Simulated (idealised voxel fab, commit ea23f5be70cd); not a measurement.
process module | voxel self aligned contacts
It is cross-section cut that appears here, measuring 220 nm in width, its square cells being 5 nm in size.
Reading order for cross-sections: top band down to bottom band. Underlying form: a grid of square cells. Band size: one or more rows of cells.
For a band, the entry starts with two heights in nm, that of the top and then that of the bottom, and carries on with the band's materials in order from left to right, each alongside its width in nm; the word "all across" beside a single material means it fills the band edge to edge, and "air" means empty space.
Basically, 0 is our baseline, since under it the wafer straight out of the box is all one material. The bottom band has no lower end and keeps on going down, so it looks like "z 0 and below".
Width spec "30 to 40" -> top row of cells at first value, bottom row at second value, equal per-row change in between.
When a step is marked "left unchanged", none of the cells in the cross-section changed during that step.
Empty spaces without an open route to the top, at least 8 cells in extent, make up the entry "Closed void catalog"; each is given as width x height at distance, where the distance is measured from the left edge, and all are in nm.
Formally, on a step line, whatever follows the settings is a remark that the simulator itself makes on the step.
"overlay nm", when on a step's line for a step with a mask, measures how far to the right of its planned place the mask lay; a negative measure means to the left.
THIS SECTION LISTS THE PROCESS STEPS THAT WERE PLANNED
1) RECEIVE, material Si
2) CONFORMAL_DEP, material SiO2, thk nm 5
3) DIRECTIONAL_DEP, material polySi, thk nm 20
4) DIRECTIONAL_DEP, material SiN, thk nm 15
5) DIRECTIONAL_DEP, material aC, thk nm 15
6) PATTERN, tone cover, mask id GATE, material resist, width nm 30, pitch nm 65, thk nm 35, overlay nm 0
7) DIRECTIONAL_ETCH, etch materials aC, depth nm 15
8) STRIP, etch materials resist
9) DIRECTIONAL_ETCH, etch materials SiN, depth nm 15
10) DIRECTIONAL_ETCH, etch materials polySi, depth nm 20
11) STRIP, etch materials aC
12) CONFORMAL_DEP, material SiN, thk nm 5
13) DIRECTIONAL_ETCH, etch materials SiN, depth nm 5
14) FILL_DEP, material SiO2, thk nm 15
15) CMP, height nm 45
16) MASKED_ETCH, tone open, mask id CONTACT, width nm 45, etch materials SiO2, depth nm 45, overlay nm 0
17) CONFORMAL_DEP, material TiN, thk nm 5
18) FILL_DEP, material Ru, thk nm 10
19) CMP, height nm 45
20) CONFORMAL_DEP, material SiCN, thk nm 5
THE FIRST OF A SET OF TWO WAFERS, RUN TO PLAN
STEP 1 COMPLETE: CROSS-SECTION OF THE WAFER AS RECEIVED
z 0 and below = Si all across
Closed void catalog: none
PRESENTED HERE IS A CROSS-SECTION OF THE WAFER AFTER STEP 2 HAS BEEN PERFORMED
z 5 to 0 = SiO2 all across
Below 0, no change.
PRESENTED HERE IS A CROSS-SECTION OF THE WAFER AFTER STEP 3 HAS BEEN PERFORMED
z 25 to 5 = polySi all across
Below 5, no change.
PRESENTED HERE IS A CROSS-SECTION OF THE WAFER AFTER STEP 4 HAS BEEN PERFORMED
z 40 to 25 = SiN all across
Below 25, no change.
PRESENTED HERE IS A CROSS-SECTION OF THE WAFER AFTER STEP 5 HAS BEEN PERFORMED
z 55 to 40 = aC all across
Below 40, no change.
PRESENTED HERE IS A CROSS-SECTION OF THE WAFER AFTER STEP 6 HAS BEEN PERFORMED
z 90 to 55 = 60 of air  30 of resist  35 of air  30 of resist  65 of air
Below 55, no change.
PRESENTED HERE IS A CROSS-SECTION OF THE WAFER AFTER STEP 7 HAS BEEN PERFORMED
z 75 to 55 = 60 of air  30 of resist  35 of air  30 of resist  65 of air
z 55 to 40 = 60 of air  30 of aC  35 of air  30 of aC  65 of air
Below 40, no change.
PRESENTED HERE IS A CROSS-SECTION OF THE WAFER AFTER STEP 8 HAS BEEN PERFORMED
z 55 to 40 = 60 of air  30 of aC  35 of air  30 of aC  65 of air
Below 40, no change.
PRESENTED HERE IS A CROSS-SECTION OF THE WAFER AFTER STEP 9 HAS BEEN PERFORMED
z 55 to 40 = 60 of air  30 of aC  35 of air  30 of aC  65 of air
z 40 to 25 = 60 of air  30 of SiN  35 of air  30 of SiN  65 of air
Below 25, no change.
PRESENTED HERE IS A CROSS-SECTION OF THE WAFER AFTER STEP 10 HAS BEEN PERFORMED
z 55 to 40 = 60 of air  30 of aC  35 of air  30 of aC  65 of air
z 40 to 25 = 60 of air  30 of SiN  35 of air  30 of SiN  65 of air
z 25 to 5 = 60 of air  30 of polySi  35 of air  30 of polySi  65 of air
Below 5, no change.
PRESENTED HERE IS A CROSS-SECTION OF THE WAFER AFTER STEP 11 HAS BEEN PERFORMED
z 40 to 25 = 60 of air  30 of SiN  35 of air  30 of SiN  65 of air
Below 25, no change.
PRESENTED HERE IS A CROSS-SECTION OF THE WAFER AFTER STEP 12 HAS BEEN PERFORMED
z 45 to 25 = 55 of air  40 of SiN  25 of air  40 of SiN  60 of air
z 25 to 10 = 55 of air  5 of SiN  30 of polySi  5 of SiN  25 of air  5 of SiN  30 of polySi  5 of SiN  60 of air
z 10 to 5 = 60 of SiN  30 of polySi  35 of SiN  30 of polySi  65 of SiN
Below 5, no change.
PRESENTED HERE IS A CROSS-SECTION OF THE WAFER AFTER STEP 13 HAS BEEN PERFORMED
z 40 to 25 = 55 of air  40 of SiN  25 of air  40 of SiN  60 of air
z 25 to 5 = 55 of air  5 of SiN  30 of polySi  5 of SiN  25 of air  5 of SiN  30 of polySi  5 of SiN  60 of air
Below 5, no change.
PRESENTED HERE IS A CROSS-SECTION OF THE WAFER AFTER STEP 14 HAS BEEN PERFORMED
z 55 to 40 = SiO2 all across
z 40 to 25 = 55 of SiO2  40 of SiN  25 of SiO2  40 of SiN  60 of SiO2
z 25 to 5 = 55 of SiO2  5 of SiN  30 of polySi  5 of SiN  25 of SiO2  5 of SiN  30 of polySi  5 of SiN  60 of SiO2
Below 5, no change.
PRESENTED HERE IS A CROSS-SECTION OF THE WAFER AFTER STEP 15 HAS BEEN PERFORMED
z 45 to 40 = SiO2 all across
Below 40, no change.
PRESENTED HERE IS A CROSS-SECTION OF THE WAFER AFTER STEP 16 HAS BEEN PERFORMED
z 45 to 40 = 85 of SiO2  45 of air  90 of SiO2
z 40 to 25 = 55 of SiO2  40 of SiN  25 of air  40 of SiN  60 of SiO2
z 25 to 5 = 55 of SiO2  5 of SiN  30 of polySi  5 of SiN  25 of air  5 of SiN  30 of polySi  5 of SiN  60 of SiO2
z 5 to 0 = 95 of SiO2  25 of air  100 of SiO2
Below 0, no change.
PRESENTED HERE IS A CROSS-SECTION OF THE WAFER AFTER STEP 17 HAS BEEN PERFORMED
z 50 to 45 = 90 of TiN  35 of air  95 of TiN
z 45 to 40 = 85 of SiO2  15 of TiN  15 of air  15 of TiN  90 of SiO2
z 40 to 25 = 55 of SiO2  40 of SiN  5 of TiN  15 of air  5 of TiN  40 of SiN  60 of SiO2
z 25 to 5 = 55 of SiO2  5 of SiN  30 of polySi  5 of SiN  5 of TiN  15 of air  5 of TiN  5 of SiN  30 of polySi  5 of SiN  60 of SiO2
z 5 to 0 = 95 of SiO2  25 of TiN  100 of SiO2
Below 0, no change.
PRESENTED HERE IS A CROSS-SECTION OF THE WAFER AFTER STEP 18 HAS BEEN PERFORMED
z 60 to 50 = Ru all across
z 50 to 45 = 90 of TiN  35 of Ru  95 of TiN
z 45 to 40 = 85 of SiO2  15 of TiN  15 of Ru  15 of TiN  90 of SiO2
z 40 to 25 = 55 of SiO2  40 of SiN  5 of TiN  15 of Ru  5 of TiN  40 of SiN  60 of SiO2
z 25 to 5 = 55 of SiO2  5 of SiN  30 of polySi  5 of SiN  5 of TiN  15 of Ru  5 of TiN  5 of SiN  30 of polySi  5 of SiN  60 of SiO2
Below 5, no change.
PRESENTED HERE IS A CROSS-SECTION OF THE WAFER AFTER STEP 19 HAS BEEN PERFORMED
z 45 to 40 = 85 of SiO2  15 of TiN  15 of Ru  15 of TiN  90 of SiO2
Below 40, no change.
PRESENTED HERE IS A CROSS-SECTION OF THE WAFER AFTER STEP 20 HAS BEEN PERFORMED
z 50 to 45 = SiCN all across
Below 45, no change.
SECOND WAFER: SAME START AND SAME PLAN AS THE FIRST, ONE EXECUTION ERROR; IDENTICAL TO THE FIRST THROUGH STEP 5
PLANNED END OF STEP 6: SECOND WAFER, CROSS-SECTION
z 90 to 55 = 60 of air  35 of resist  30 of air  35 of resist  60 of air
Below 55, no change.
PLANNED END OF STEP 7: SECOND WAFER, CROSS-SECTION
z 75 to 55 = 60 of air  35 of resist  30 of air  35 of resist  60 of air
z 55 to 40 = 60 of air  35 of aC  30 of air  35 of aC  60 of air
Below 40, no change.
PLANNED END OF STEP 8: SECOND WAFER, CROSS-SECTION
z 55 to 40 = 60 of air  35 of aC  30 of air  35 of aC  60 of air
Below 40, no change.
PLANNED END OF STEP 9: SECOND WAFER, CROSS-SECTION
z 55 to 40 = 60 of air  35 of aC  30 of air  35 of aC  60 of air
z 40 to 25 = 60 of air  35 of SiN  30 of air  35 of SiN  60 of air
Below 25, no change.
PLANNED END OF STEP 10: SECOND WAFER, CROSS-SECTION
z 55 to 40 = 60 of air  35 of aC  30 of air  35 of aC  60 of air
z 40 to 25 = 60 of air  35 of SiN  30 of air  35 of SiN  60 of air
z 25 to 5 = 60 of air  35 of polySi  30 of air  35 of polySi  60 of air
Below 5, no change.
PLANNED END OF STEP 11: SECOND WAFER, CROSS-SECTION
z 40 to 25 = 60 of air  35 of SiN  30 of air  35 of SiN  60 of air
Below 25, no change.
PLANNED END OF STEP 12: SECOND WAFER, CROSS-SECTION
z 45 to 25 = 55 of air  45 of SiN  20 of air  45 of SiN  55 of air
z 25 to 10 = 55 of air  5 of SiN  35 of polySi  5 of SiN  20 of air  5 of SiN  35 of polySi  5 of SiN  55 of air
z 10 to 5 = 60 of SiN  35 of polySi  30 of SiN  35 of polySi  60 of SiN
Below 5, no change.
PLANNED END OF STEP 13: SECOND WAFER, CROSS-SECTION
z 40 to 25 = 55 of air  45 of SiN  20 of air  45 of SiN  55 of air
z 25 to 5 = 55 of air  5 of SiN  35 of polySi  5 of SiN  20 of air  5 of SiN  35 of polySi  5 of SiN  55 of air
Below 5, no change.
PLANNED END OF STEP 14: SECOND WAFER, CROSS-SECTION
z 55 to 40 = SiO2 all across
z 40 to 25 = 55 of SiO2  45 of SiN  20 of SiO2  45 of SiN  55 of SiO2
z 25 to 5 = 55 of SiO2  5 of SiN  35 of polySi  5 of SiN  20 of SiO2  5 of SiN  35 of polySi  5 of SiN  55 of SiO2
Below 5, no change.
PLANNED END OF STEP 15: SECOND WAFER, CROSS-SECTION
z 45 to 40 = SiO2 all across
Below 40, no change.
PLANNED END OF STEP 16: SECOND WAFER, CROSS-SECTION
z 45 to 40 = 85 of SiO2  45 of air  90 of SiO2
z 40 to 25 = 55 of SiO2  45 of SiN  20 of air  45 of SiN  55 of SiO2
z 25 to 5 = 55 of SiO2  5 of SiN  35 of polySi  5 of SiN  20 of air  5 of SiN  35 of polySi  5 of SiN  55 of SiO2
z 5 to 0 = 100 of SiO2  20 of air  100 of SiO2
Below 0, no change.
PLANNED END OF STEP 17: SECOND WAFER, CROSS-SECTION
z 50 to 45 = 90 of TiN  35 of air  95 of TiN
z 45 to 40 = 85 of SiO2  20 of TiN  10 of air  15 of TiN  90 of SiO2
z 40 to 25 = 55 of SiO2  45 of SiN  5 of TiN  10 of air  5 of TiN  45 of SiN  55 of SiO2
z 25 to 5 = 55 of SiO2  5 of SiN  35 of polySi  5 of SiN  5 of TiN  10 of air  5 of TiN  5 of SiN  35 of polySi  5 of SiN  55 of SiO2
z 5 to 0 = 100 of SiO2  20 of TiN  100 of SiO2
Below 0, no change.
PLANNED END OF STEP 18: SECOND WAFER, CROSS-SECTION
z 60 to 50 = Ru all across
z 50 to 45 = 90 of TiN  35 of Ru  95 of TiN
z 45 to 40 = 85 of SiO2  20 of TiN  10 of Ru  15 of TiN  90 of SiO2
z 40 to 25 = 55 of SiO2  45 of SiN  5 of TiN  10 of Ru  5 of TiN  45 of SiN  55 of SiO2
z 25 to 5 = 55 of SiO2  5 of SiN  35 of polySi  5 of SiN  5 of TiN  10 of Ru  5 of TiN  5 of SiN  35 of polySi  5 of SiN  55 of SiO2
Below 5, no change.
PLANNED END OF STEP 19: SECOND WAFER, CROSS-SECTION
z 45 to 40 = 85 of SiO2  20 of TiN  10 of Ru  15 of TiN  90 of SiO2
Below 40, no change.
PLANNED END OF STEP 20: SECOND WAFER, CROSS-SECTION
z 50 to 45 = SiCN all across
Below 45, no change.
Heads up, the wafer didn't run the way we planned it: step 6 was run on a setting that differed from the plan, and what really ran there is PATTERN, tone cover, mask id GATE, material resist, width nm 35, pitch nm 65, thk nm 35, overlay nm 0
The closing comparison, in cells, has the second wafer with more or fewer of some materials than the first: -8 Ru, +6 SiN, -6 SiO2, +8 polySi
